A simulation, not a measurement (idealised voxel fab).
The document below concerns the process module designated voxel quadruple lines.
In the cross-section labelled cut, the width is 290 nm and each square cell is 5 nm.
Bands, listed from the top down, are how a cross-section gets written in this document; the cross-section itself is a grid of square cells, and a band is one or more rows of them.
Heights first: top, then bottom, in nm. Then materials, left to right, each with a width in nm. "edge to edge" on a single material: fills the band edge to edge. "blank": empty space.
Heights from 0 (as-received wafer is one material below). Bottom band endless downward, as "0 down".
Think of "30..40" as a width that walks from the first number to the second as you go down the band, top row to bottom row, taking equal-sized steps from row to row.
Where a step carries "nothing altered", the cross-section came out of it unchanged, cell for cell.
Entry "Cavities, sealed" = empty spaces >= 8 cells with no open way to the top; each as width x height at distance, distance from left edge, all nm.
Read whatever lies past the settings on a step's line as the simulator's own remark about the step.
Steps that use a mask can have "overlay nm" on their line. It says how far the mask sat to the right of where it was meant to be. Negative means to the left.
## Set out below are the planned steps of the process
1) RECEIVE (material Si)
2) CONFORMAL_DEP (material SiO2; thk nm 10)
3) DIRECTIONAL_DEP (material W; thk nm 10)
4) DIRECTIONAL_DEP (material polySi; thk nm 15)
5) DIRECTIONAL_DEP (material aC; thk nm 25)
6) PATTERN (tone cover; mask id MANDREL; material resist; width nm 30; thk nm 30; overlay nm 0)
7) DIRECTIONAL_ETCH (etch materials aC; depth nm 25)
8) STRIP (etch materials resist)
9) CONFORMAL_DEP (material SiO2; thk nm 10)
10) DIRECTIONAL_ETCH (etch materials SiO2; depth nm 10)
11) STRIP (etch materials aC)
12) DIRECTIONAL_ETCH (etch materials polySi; depth nm 15)
13) STRIP (etch materials SiO2)
14) CONFORMAL_DEP (material SiCN; thk nm 10)
15) DIRECTIONAL_ETCH (etch materials SiCN; depth nm 10)
16) STRIP (etch materials polySi)
17) DIRECTIONAL_ETCH (etch materials W; depth nm 10)
18) STRIP (etch materials SiCN)
## So, the first of our two wafers, run just as we planned it
## As-received state of the wafer in cross-section, equivalent to post-step 1
* 0 down: Si edge to edge
* Cavities, sealed: none
## The wafer in cross-section once step 2 is complete
* 10 to 0: SiO2 edge to edge
* Below a height of 0, the structure has not been altered.
## The wafer in cross-section once step 3 is complete
* 20 to 10: W edge to edge
* Below a height of 10, the structure has not been altered.
## The wafer in cross-section once step 4 is complete
* 35 to 20: polySi edge to edge
* Below a height of 20, the structure has not been altered.
## The wafer in cross-section once step 5 is complete
* 60 to 35: aC edge to edge
* Below a height of 35, the structure has not been altered.
## The wafer in cross-section once step 6 is complete
* 90 to 60: blank 130, then resist 30, then blank 130
* Below a height of 60, the structure has not been altered.
## The wafer in cross-section once step 7 is complete
* 65 to 60: blank 130, then resist 30, then blank 130
* 60 to 35: blank 130, then aC 30, then blank 130
* Below a height of 35, the structure has not been altered.
## The wafer in cross-section once step 8 is complete
* 60 to 35: blank 130, then aC 30, then blank 130
* Below a height of 35, the structure has not been altered.
## The wafer in cross-section once step 9 is complete
* 70 to 60: blank 120, then SiO2 50, then blank 120
* 60 to 45: blank 120, then SiO2 10, then aC 30, then SiO2 10, then blank 120
* 45 to 35: SiO2 130, then aC 30, then SiO2 130
* Below a height of 35, the structure has not been altered.
## The wafer in cross-section once step 10 is complete
* 60 to 35: blank 120, then SiO2 10, then aC 30, then SiO2 10, then blank 120
* Below a height of 35, the structure has not been altered.
## The wafer in cross-section once step 11 is complete
* 60 to 35: blank 120, then SiO2 10, then blank 30, then SiO2 10, then blank 120
* Below a height of 35, the structure has not been altered.
## The wafer in cross-section once step 12 is complete
* 60 to 35: blank 120, then SiO2 10, then blank 30, then SiO2 10, then blank 120
* 35 to 20: blank 120, then polySi 10, then blank 30, then polySi 10, then blank 120
* Below a height of 20, the structure has not been altered.
## The wafer in cross-section once step 13 is complete
* 35 to 20: blank 120, then polySi 10, then blank 30, then polySi 10, then blank 120
* Below a height of 20, the structure has not been altered.
## The wafer in cross-section once step 14 is complete
* 45 to 35: blank 110, then SiCN 30, then blank 10, then SiCN 30, then blank 110
* 35 to 30: blank 110, then SiCN 10, then polySi 10, then SiCN 10, then blank 10, then SiCN 10, then polySi 10, then SiCN 10, then blank 110
* 30 to 20: SiCN 120, then polySi 10, then SiCN 30, then polySi 10, then SiCN 120
* Below a height of 20, the structure has not been altered.
## The wafer in cross-section once step 15 is complete
* 35 to 20: blank 110, then SiCN 10, then polySi 10, then SiCN 10, then blank 10, then SiCN 10, then polySi 10, then SiCN 10, then blank 110
* Below a height of 20, the structure has not been altered.
## The wafer in cross-section once step 16 is complete
* 35 to 20: blank 110, then SiCN 10, then blank 10, then SiCN 10, then blank 10, then SiCN 10, then blank 10, then SiCN 10, then blank 110
* Below a height of 20, the structure has not been altered.
## The wafer in cross-section once step 17 is complete
* 35 to 20: blank 110, then SiCN 10, then blank 10, then SiCN 10, then blank 10, then SiCN 10, then blank 10, then SiCN 10, then blank 110
* 20 to 10: blank 110, then W 10, then blank 10, then W 10, then blank 10, then W 10, then blank 10, then W 10, then blank 110
* Below a height of 10, the structure has not been altered.
## The wafer in cross-section once step 18 is complete
* 20 to 10: blank 110, then W 10, then blank 10, then W 10, then blank 10, then W 10, then blank 10, then W 10, then blank 110
* Below a height of 10, the structure has not been altered.
## Regarding the second of the two wafers: it shared the first wafer's starting condition and process plan, yet one error occurred during its execution. Its history coincides with that of the first wafer up to and including step 1
Cross-section, second wafer, at the end time the plan gives for step 2: nothing altered
## Cross-section, second wafer, at the end time the plan gives for step 3
* 10 to 0: W edge to edge
* Below a height of 0, the structure has not been altered.
## Cross-section, second wafer, at the end time the plan gives for step 4
* 25 to 10: polySi edge to edge
* Below a height of 10, the structure has not been altered.
## Cross-section, second wafer, at the end time the plan gives for step 5
* 50 to 25: aC edge to edge
* Below a height of 25, the structure has not been altered.
## Cross-section, second wafer, at the end time the plan gives for step 6
* 80 to 50: blank 130, then resist 30, then blank 130
* Below a height of 50, the structure has not been altered.
## Cross-section, second wafer, at the end time the plan gives for step 7
* 55 to 50: blank 130, then resist 30, then blank 130
* 50 to 25: blank 130, then aC 30, then blank 130
* Below a height of 25, the structure has not been altered.
## Cross-section, second wafer, at the end time the plan gives for step 8
* 50 to 25: blank 130, then aC 30, then blank 130
* Below a height of 25, the structure has not been altered.
## Cross-section, second wafer, at the end time the plan gives for step 9
* 60 to 50: blank 120, then SiO2 50, then blank 120
* 50 to 35: blank 120, then SiO2 10, then aC 30, then SiO2 10, then blank 120
* 35 to 25: SiO2 130, then aC 30, then SiO2 130
* Below a height of 25, the structure has not been altered.
## Cross-section, second wafer, at the end time the plan gives for step 10
* 50 to 25: blank 120, then SiO2 10, then aC 30, then SiO2 10, then blank 120
* Below a height of 25, the structure has not been altered.
## Cross-section, second wafer, at the end time the plan gives for step 11
* 50 to 25: blank 120, then SiO2 10, then blank 30, then SiO2 10, then blank 120
* Below a height of 25, the structure has not been altered.
## Cross-section, second wafer, at the end time the plan gives for step 12
* 50 to 25: blank 120, then SiO2 10, then blank 30, then SiO2 10, then blank 120
* 25 to 10: blank 120, then polySi 10, then blank 30, then polySi 10, then blank 120
* Below a height of 10, the structure has not been altered.
## Cross-section, second wafer, at the end time the plan gives for step 13
* 25 to 10: blank 120, then polySi 10, then blank 30, then polySi 10, then blank 120
* Below a height of 10, the structure has not been altered.
## Cross-section, second wafer, at the end time the plan gives for step 14
* 35 to 25: blank 110, then SiCN 30, then blank 10, then SiCN 30, then blank 110
* 25 to 20: blank 110, then SiCN 10, then polySi 10, then SiCN 10, then blank 10, then SiCN 10, then polySi 10, then SiCN 10, then blank 110
* 20 to 10: SiCN 120, then polySi 10, then SiCN 30, then polySi 10, then SiCN 120
* Below a height of 10, the structure has not been altered.
## Cross-section, second wafer, at the end time the plan gives for step 15
* 25 to 10: blank 110, then SiCN 10, then polySi 10, then SiCN 10, then blank 10, then SiCN 10, then polySi 10, then SiCN 10, then blank 110
* Below a height of 10, the structure has not been altered.
## Cross-section, second wafer, at the end time the plan gives for step 16
* 25 to 10: blank 110, then SiCN 10, then blank 10, then SiCN 10, then blank 10, then SiCN 10, then blank 10, then SiCN 10, then blank 110
* Below a height of 10, the structure has not been altered.
## Cross-section, second wafer, at the end time the plan gives for step 17
* 25 to 10: blank 110, then SiCN 10, then blank 10, then SiCN 10, then blank 10, then SiCN 10, then blank 10, then SiCN 10, then blank 110
* 10 to 0: blank 110, then W 10, then blank 10, then W 10, then blank 10, then W 10, then blank 10, then W 10, then blank 110
* Below a height of 0, the structure has not been altered.
## Cross-section, second wafer, at the end time the plan gives for step 18
* 10 to 0: blank 110, then W 10, then blank 10, then W 10, then blank 10, then W 10, then blank 10, then W 10, then blank 110
* Below a height of 0, the structure has not been altered.
Deviation noted in wafer processing: step 2 was dropped from the plan's execution and never run
Per the end-of-run cell counts, the second wafer holds more or fewer of some materials than the first: -116 SiO2
